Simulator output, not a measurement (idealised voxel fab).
The document below concerns the process module designated voxel released beams.
Square cells of 5 nm make up the cross-section cut, whose width is 180 nm.
Cross-section, as written here: a square-cell grid given band by band from the top down, where a band holds one or more rows of cells.
First you get the band's top height and its bottom height, in nm, and then the materials it's made of, left to right, with each width in nm. If you see a single material with "everywhere", that one covers the band edge to edge. "empty" is empty space.
Where do heights start? At 0: under that level the wafer as delivered is made of one material only. And the lowest band has no floor; it just carries on downward, as in "0 and below".
The width entry "30->40" should be interpreted row by row: the top row of cells in the band takes the first number, the bottom row takes the second number, and the change between adjacent rows is uniform throughout.
Key: "nothing altered" - step with no changed cell in the cross-section.
Voids not open to the top, 8 cells minimum: see "Listed closed voids". Written width x height at distance; distance is from the left edge; nm.
Post-settings text on a step line: simulator's own remark regarding the step.
overlay nm: how far to the right of its planned place the mask lay on this masked step (negative: to the left).

[These are the steps we planned for the process]
1 RECEIVE: material Si
2 CONFORMAL_DEP: material Al2O3, thk nm 5
3 DIRECTIONAL_DEP: material SiO2, thk nm 20
4 MASKED_ETCH: tone open, mask id ANCHOR, width nm 40, etch materials SiO2, depth nm 20, overlay nm 0
5 CONFORMAL_DEP: material SiN, thk nm 15
6 PATTERN: tone cover, mask id BEAM, material resist, width nm 105, thk nm 15, overlay nm 0
7 DIRECTIONAL_ETCH: etch materials SiN, depth nm 15
8 STRIP: etch materials resist
9 STRIP: etch materials SiO2

[Cross-section of the wafer at receipt, which is the condition after step 1]
* 0 and below | Si everywhere
* Listed closed voids: none

[Post-module cross-section: identical start and plan to those above, one misstep in execution]
* 40 down to 25 | 30 nm empty; 25 nm SiN; 10 nm empty; 80 nm SiN; 35 nm empty
* 25 down to 20 | 40 nm empty; 15 nm SiN; 10 nm empty; 15 nm SiN; 100 nm empty
* 20 down to 5 | 40 nm empty; 40 nm SiN; 100 nm empty
* 5 down to 0 | Al2O3 everywhere
* 0 and below | Si everywhere
* Listed closed voids: none
Run error: in deviation from the planned setting, step 6 was conducted as PATTERN: tone cover, mask id BEAM, material resist, width nm 115, thk nm 15, overlay nm 0
